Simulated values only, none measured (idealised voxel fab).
The process module that follows is named voxel local oxidation.
Displayed cross-section: cut, width of 255 nm, square cells sized 5 nm.
Heads up, the way a cross-section reads in here is a grid of square cells, handed over as bands from the top down, with every band being one or more rows of cells.
The entry gives the band's vertical extent as a top height and a bottom height in nm, then its horizontal make-up as materials from left to right, each with a width in nm. "blank" stands for empty space; a single material marked "everywhere" fills the band edge to edge.
Counting heights begins at 0, where everything beneath is, in the wafer as received, one material. The lowest band has no bottom; it goes on downwards, as "0 nm and below" shows.
Think of "30..40" as a width that walks from the first number to the second as you go down the band, top row to bottom row, taking equal-sized steps from row to row.
It should be understood that the words "nothing changed", when stated for a given step, signify that the cross-section underwent no change in any of its cells during that step.
Look at "Fully sealed voids" for the closed voids: empty spaces with no open path to the top, sized 8 cells or up. Each is width x height at distance, distance from the left edge, all nm.
Heads up: the bit after the settings on a step's line is the simulator's remark on that step.
For masked steps, "overlay nm" on the step line gives how far right of plan the mask actually lay; a minus sign means it lay to the left.
Each pair of cross-sections that follows straddles one process step: the one shows the state before the step, the other the state after it, down to the lowest band that changed and no further. The step in question, and its settings, are given under the pair. Note that a pair is not necessarily a continuation of the pair above it, since pairs can come from different runs of this module on the same starting wafer; it is a continuation only where its entry headed "State before" says so.
State before:
    0 nm and below = Si everywhere
    Fully sealed voids: none
Post-Process Section:
    5 nm to 0 nm = SiO2 everywhere
    Lower than 0, everything is as it was.
    Fully sealed voids: none
Process step separating the two views above: CONFORMAL_DEP with material SiO2, thk nm 5
State before: Reference is made to the cross-section shown after the step in the pair directly above, which represents the state prior to this step.
Post-Process Section:
    20 nm to 5 nm = SiN everywhere
    Lower than 5, everything is as it was.
    Fully sealed voids: none
Process step separating the two views above: CONFORMAL_DEP with material SiN, thk nm 15
State before: Reference is made to the cross-section shown after the step in the pair directly above, which represents the state prior to this step.
Post-Process Section:
    35 nm to 20 nm = blank=70, then resist=115, then blank=70
    Lower than 20, everything is as it was.
    Fully sealed voids: none
Process step separating the two views above: PATTERN with tone cover, mask id ACTIVE, material resist, width nm 115, thk nm 15, overlay nm 0
State before: Reference is made to the cross-section shown after the step in the pair directly above, which represents the state prior to this step.
Post-Process Section:
    35 nm to 20 nm = blank=70, then resist=115, then blank=70
    20 nm to 5 nm = blank=70, then SiN=115, then blank=70
    Lower than 5, everything is as it was.
    Fully sealed voids: none
Process step separating the two views above: DIRECTIONAL_ETCH with etch materials SiN, depth nm 15
State before: Reference is made to the cross-section shown after the step in the pair directly above, which represents the state prior to this step.
Post-Process Section:
    20 nm to 5 nm = blank=70, then SiN=115, then blank=70
    Lower than 5, everything is as it was.
    Fully sealed voids: none
Process step separating the two views above: STRIP with etch materials resist
State before: Reference is made to the cross-section shown after the step in the pair directly above, which represents the state prior to this step.
Post-Process Section:
    20 nm to 5 nm = blank=70, then SiN=115, then blank=70
    5 nm to 0 nm = blank=75, then SiO2=105, then blank=75
    Lower than 0, everything is as it was.
    Fully sealed voids: none
Process step separating the two views above: SELECTIVE_ETCH with etch materials SiO2, depth nm 5
State before: Reference is made to the cross-section shown after the step in the pair directly above, which represents the state prior to this step.
Post-Process Section:
    20 nm to 5 nm = blank=70, then SiN=115, then blank=70
    5 nm to 0 nm = blank=75, then SiO2=105, then blank=75
    0 nm to -15 nm = SiO2=90, then Si=75, then SiO2=90
    Lower than -15, everything is as it was.
    Fully sealed voids: none
Process step separating the two views above: OXIDIZE with depth nm 15
State before: Reference is made to the cross-section shown after the step in the pair directly above, which represents the state prior to this step.
Post-Process Section:
    5 nm to 0 nm = blank=75, then SiO2=105, then blank=75
    Lower than 0, everything is as it was.
    Fully sealed voids: none
Process step separating the two views above: STRIP with etch materials SiN
State before:
    0 nm and below = Si everywhere
    Fully sealed voids: none
Post-Process Section:
    15 nm to 0 nm = SiN everywhere
    Lower than 0, everything is as it was.
    Fully sealed voids: none
Process step separating the two views above: CONFORMAL_DEP with material SiN, thk nm 15
State before: Reference is made to the cross-section shown after the step in the pair directly above, which represents the state prior to this step.
Post-Process Section:
    30 nm to 15 nm = blank=70, then resist=115, then blank=70
    Lower than 15, everything is as it was.
    Fully sealed voids: none
Process step separating the two views above: PATTERN with tone cover, mask id ACTIVE, material resist, width nm 115, thk nm 15, overlay nm 0
State before: Reference is made to the cross-section shown after the step in the pair directly above, which represents the state prior to this step.
Post-Process Section:
    30 nm to 15 nm = blank=70, then resist=115, then blank=70
    15 nm to 0 nm = blank=70, then SiN=115, then blank=70
    Lower than 0, everything is as it was.
    Fully sealed voids: none
Process step separating the two views above: DIRECTIONAL_ETCH with etch materials SiN, depth nm 15
State before: Reference is made to the cross-section shown after the step in the pair directly above, which represents the state prior to this step.
Post-Process Section:
    15 nm to 0 nm = blank=70, then SiN=115, then blank=70
    Lower than 0, everything is as it was.
    Fully sealed voids: none
Process step separating the two views above: STRIP with etch materials resist
State before: Reference is made to the cross-section shown after the step in the pair directly above, which represents the state prior to this step.
Post-Process Section:
    15 nm to 0 nm = blank=70, then SiN=115, then blank=70
    0 nm to -15 nm = SiO2=85, then Si=85, then SiO2=85
    Lower than -15, everything is as it was.
    Fully sealed voids: none
Process step separating the two views above: OXIDIZE with depth nm 15
State before: Reference is made to the cross-section shown after the step in the pair directly above, which represents the state prior to this step.
Post-Process Section:
    0 nm to -15 nm = SiO2=85, then Si=85, then SiO2=85
    Lower than -15, everything is as it was.
    Fully sealed voids: none
Process step separating the two views above: STRIP with etch materials SiN
State before:
    35 nm to 20 nm = blank=70, then resist=115, then blank=70
    20 nm to 5 nm = blank=70, then SiN=115, then blank=70
    5 nm to 0 nm = SiO2 everywhere
    0 nm and below = Si everywhere
    Fully sealed voids: none
Post-Process Section:
    35 nm to 20 nm = blank=70, then resist=115, then blank=70
    20 nm to 5 nm = blank=70, then SiN=115, then blank=70
    5 nm to 0 nm = blank=75, then SiO2=105, then blank=75
    Lower than 0, everything is as it was.
    Fully sealed voids: none
Process step separating the two views above: SELECTIVE_ETCH with etch materials SiO2, depth nm 5
State before: Reference is made to the cross-section shown after the step in the pair directly above, which represents the state prior to this step.
Post-Process Section:
    20 nm to 5 nm = blank=70, then SiN=115, then blank=70
    Lower than 5, everything is as it was.
    Fully sealed voids: none
Process step separating the two views above: STRIP with etch materials resist
State before: Reference is made to the cross-section shown after the step in the pair directly above, which represents the state prior to this step.
Post-Process Section:
    20 nm to 5 nm = blank=70, then SiN=115, then blank=70
    5 nm to 0 nm = blank=75, then SiO2=105, then blank=75
    0 nm to -20 nm = SiO2=95, then Si=65, then SiO2=95
    Lower than -20, everything is as it was.
    Fully sealed voids: none
Process step separating the two views above: OXIDIZE with depth nm 20
State before: Reference is made to the cross-section shown after the step in the pair directly above, which represents the state prior to this step.
Post-Process Section:
    5 nm to 0 nm = blank=75, then SiO2=105, then blank=75
    Lower than 0, everything is as it was.
    Fully sealed voids: none
Process step separating the two views above: STRIP with etch materials SiN
State before:
    20 nm to 5 nm = SiN everywhere
    5 nm to 0 nm = SiO2 everywhere
    0 nm and below = Si everywhere
    Fully sealed voids: none
Post-Process Section:
    35 nm to 20 nm = blank=65, then resist=125, then blank=65
    Lower than 20, everything is as it was.
    Fully sealed voids: none
Process step separating the two views above: PATTERN with tone cover, mask id ACTIVE, material resist, width nm 125, thk nm 15, overlay nm 0
State before: Reference is made to the cross-section shown after the step in the pair directly above, which represents the state prior to this step.
Post-Process Section:
    35 nm to 20 nm = blank=65, then resist=125, then blank=65
    20 nm to 5 nm = blank=65, then SiN=125, then blank=65
    Lower than 5, everything is as it was.
    Fully sealed voids: none
Process step separating the two views above: DIRECTIONAL_ETCH with etch materials SiN, depth nm 15
State before: Reference is made to the cross-section shown after the step in the pair directly above, which represents the state prior to this step.
Post-Process Section:
    20 nm to 5 nm = blank=65, then SiN=125, then blank=65
    Lower than 5, everything is as it was.
    Fully sealed voids: none
Process step separating the two views above: STRIP with etch materials resist
State before: Reference is made to the cross-section shown after the step in the pair directly above, which represents the state prior to this step.
Post-Process Section:
    20 nm to 5 nm = blank=65, then SiN=125, then blank=65
    5 nm to 0 nm = blank=70, then SiO2=115, then blank=70
    Lower than 0, everything is as it was.
    Fully sealed voids: none
Process step separating the two views above: SELECTIVE_ETCH with etch materials SiO2, depth nm 5
State before: Reference is made to the cross-section shown after the step in the pair directly above, which represents the state prior to this step.
Post-Process Section:
    20 nm to 5 nm = blank=65, then SiN=125, then blank=65
    5 nm to 0 nm = blank=70, then SiO2=115, then blank=70
    0 nm to -15 nm = SiO2=85, then Si=85, then SiO2=85
    Lower than -15, everything is as it was.
    Fully sealed voids: none
Process step separating the two views above: OXIDIZE with depth nm 15
State before: Reference is made to the cross-section shown after the step in the pair directly above, which represents the state prior to this step.
Post-Process Section:
    5 nm to 0 nm = blank=70, then SiO2=115, then blank=70
    Lower than 0, everything is as it was.
    Fully sealed voids: none
Process step separating the two views above: STRIP with etch materials SiN
State before:
    20 nm to 5 nm = SiN everywhere
    5 nm to 0 nm = SiO2 everywhere
    0 nm and below = Si everywhere
    Fully sealed voids: none
Post-Process Section:
    35 nm to 20 nm = blank=65, then resist=115, then blank=75
    Lower than 20, everything is as it was.
    Fully sealed voids: none
Process step separating the two views above: PATTERN with tone cover, mask id ACTIVE, material resist, width nm 115, thk nm 15, overlay nm -5
State before: Reference is made to the cross-section shown after the step in the pair directly above, which represents the state prior to this step.
Post-Process Section:
    35 nm to 20 nm = blank=65, then resist=115, then blank=75
    20 nm to 5 nm = blank=65, then SiN=115, then blank=75
    Lower than 5, everything is as it was.
    Fully sealed voids: none
Process step separating the two views above: DIRECTIONAL_ETCH with etch materials SiN, depth nm 15
State before: Reference is made to the cross-section shown after the step in the pair directly above, which represents the state prior to this step.
Post-Process Section:
    20 nm to 5 nm = blank=65, then SiN=115, then blank=75
    Lower than 5, everything is as it was.
    Fully sealed voids: none
Process step separating the two views above: STRIP with etch materials resist
State before: Reference is made to the cross-section shown after the step in the pair directly above, which represents the state prior to this step.
Post-Process Section:
    20 nm to 5 nm = blank=65, then SiN=115, then blank=75
    5 nm to 0 nm = blank=70, then SiO2=105, then blank=80
    Lower than 0, everything is as it was.
    Fully sealed voids: none
Process step separating the two views above: SELECTIVE_ETCH with etch materials SiO2, depth nm 5
State before: Reference is made to the cross-section shown after the step in the pair directly above, which represents the state prior to this step.
Post-Process Section:
    20 nm to 5 nm = blank=65, then SiN=115, then blank=75
    5 nm to 0 nm = blank=70, then SiO2=105, then blank=80
    0 nm to -15 nm = SiO2=85, then Si=75, then SiO2=95
    Lower than -15, everything is as it was.
    Fully sealed voids: none
Process step separating the two views above: OXIDIZE with depth nm 15
State before: Reference is made to the cross-section shown after the step in the pair directly above, which represents the state prior to this step.
Post-Process Section:
    5 nm to 0 nm = blank=70, then SiO2=105, then blank=80
    Lower than 0, everything is as it was.
    Fully sealed voids: none
Process step separating the two views above: STRIP with etch materials SiN
State before:
    20 nm to 5 nm = blank=70, then SiN=115, then blank=70
    5 nm to 0 nm = blank=75, then SiO2=105, then blank=75
    0 nm to -15 nm = SiO2=90, then Si=75, then SiO2=90
    -15 nm and below = Si everywhere
    Fully sealed voids: none
Post-Process Section:
    0 nm to -15 nm = blank=90, then Si=75, then blank=90
    Lower than -15, everything is as it was.
    Fully sealed voids: none
Process step separating the two views above: STRIP with etch materials SiO2
State before:
    20 nm to 5 nm = SiN everywhere
    5 nm to 0 nm = SiO2 everywhere
    0 nm and below = Si everywhere
    Fully sealed voids: none
Post-Process Section:
    35 nm to 20 nm = resist=70, then blank=115, then resist=70
    Lower than 20, everything is as it was.
    Fully sealed voids: none
Process step separating the two views above: PATTERN with tone open, mask id ACTIVE, material resist, width nm 115, thk nm 15, overlay nm 0
State before: Reference is made to the cross-section shown after the step in the pair directly above, which represents the state prior to this step.
Post-Process Section:
    35 nm to 20 nm = resist=70, then blank=115, then resist=70
    20 nm to 5 nm = SiN=70, then blank=115, then SiN=70
    Lower than 5, everything is as it was.
    Fully sealed voids: none
Process step separating the two views above: DIRECTIONAL_ETCH with etch materials SiN, depth nm 15
State before: Reference is made to the cross-section shown after the step in the pair directly above, which represents the state prior to this step.
Post-Process Section:
    20 nm to 5 nm = SiN=70, then blank=115, then SiN=70
    Lower than 5, everything is as it was.
    Fully sealed voids: none
Process step separating the two views above: STRIP with etch materials resist
State before: Reference is made to the cross-section shown after the step in the pair directly above, which represents the state prior to this step.
Post-Process Section:
    20 nm to 5 nm = SiN=70, then blank=115, then SiN=70
    5 nm to 0 nm = SiO2=65, then blank=125, then SiO2=65
    Lower than 0, everything is as it was.
    Fully sealed voids: none
Process step separating the two views above: SELECTIVE_ETCH with etch materials SiO2, depth nm 5
State before: Reference is made to the cross-section shown after the step in the pair directly above, which represents the state prior to this step.
Post-Process Section:
    20 nm to 5 nm = SiN=70, then blank=115, then SiN=70
    5 nm to 0 nm = SiO2=65, then blank=125, then SiO2=65
    0 nm to -15 nm = Si=50, then SiO2=155, then Si=50
    Lower than -15, everything is as it was.
    Fully sealed voids: none
Process step separating the two views above: OXIDIZE with depth nm 15
State before: Reference is made to the cross-section shown after the step in the pair directly above, which represents the state prior to this step.
Post-Process Section:
    5 nm to 0 nm = SiO2=65, then blank=125, then SiO2=65
    Lower than 0, everything is as it was.
    Fully sealed voids: none
Process step separating the two views above: STRIP with etch materials SiN
